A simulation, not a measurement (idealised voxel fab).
The document below concerns the process module designated voxel spacer lines.
For reference, the cross-section in this document is cut, with width 225 nm and square cells of 5 nm.
When this document writes out a cross-section, it uses a grid of square cells and lists it as bands, beginning at the top and moving down, with a band standing for one or more rows of cells.
Within each band entry, the heights of the top and of the bottom of the band appear first, in that order and in nm; the materials of the band then follow from left to right, each with its corresponding width in nm. The designation "all across" on a single material indicates that it fills the band from edge to edge; the designation "blank" indicates empty space.
Height is counted from the level 0, under which the received wafer is composed throughout of one material. The lowest of the bands is not closed at the bottom but continues downward, in the notation "from 0 down".
It should be noted that a width expressed as "30 to 40" varies in equal increments from row to row of cells within the band, taking the value of the first number at the top row and that of the second number at the bottom row.
For the purposes of this document, the phrase "nothing changed" attached to a step denotes that no cell within the cross-section was modified by that step.
Under "Closed void inventory" you'll find the enclosed gaps, the ones with no way out to the top, that are 8 cells or bigger; each reads width x height at distance, with distance counted from the left edge, everything in nm.
Note: text after step settings on the step line = simulator remark on that step.
If you see "overlay nm" on a step's line and that step has a mask, it's telling you how far right of where it was planned the mask ended up; a negative number means it went left instead.
The following list gives the planned process steps:
1. RECEIVE with material Si
2. CONFORMAL_DEP with material Al2O3, thk nm 10
3. DIRECTIONAL_DEP with material TiN, thk nm 10
4. DIRECTIONAL_DEP with material polySi, thk nm 30
5. PATTERN with tone cover, mask id MANDREL, material resist, width nm 25, pitch nm 70, thk nm 40, overlay nm 0
6. DIRECTIONAL_ETCH with etch materials polySi, depth nm 30
7. STRIP with etch materials resist
8. CONFORMAL_DEP with material SiO2, thk nm 10
9. DIRECTIONAL_ETCH with etch materials SiO2, depth nm 10
10. STRIP with etch materials polySi
11. DIRECTIONAL_ETCH with etch materials TiN, depth nm 10
12. STRIP with etch materials SiO2
Incoming wafer, cross-sectional view, post step 1:
> from 0 down  Si all across
> Closed void inventory: none
Starting structure and process plan are as shown above, but one mistake was made in running the module; the wafer cross-section at the end of the module follows:
> from 20 to 10  25 blank / 10 TiN / 25 blank / 10 TiN / 25 blank / 10 TiN / 25 blank / 10 TiN / 25 blank / 10 TiN / 25 blank / 10 TiN / 15 blank
> from 10 to 0  Al2O3 all across
> from 0 down  Si all across
> Closed void inventory: none
Deviation from plan: step 5 ran as: PATTERN with tone cover, mask id MANDREL, material resist, width nm 25, pitch nm 70, thk nm 40, overlay nm 5
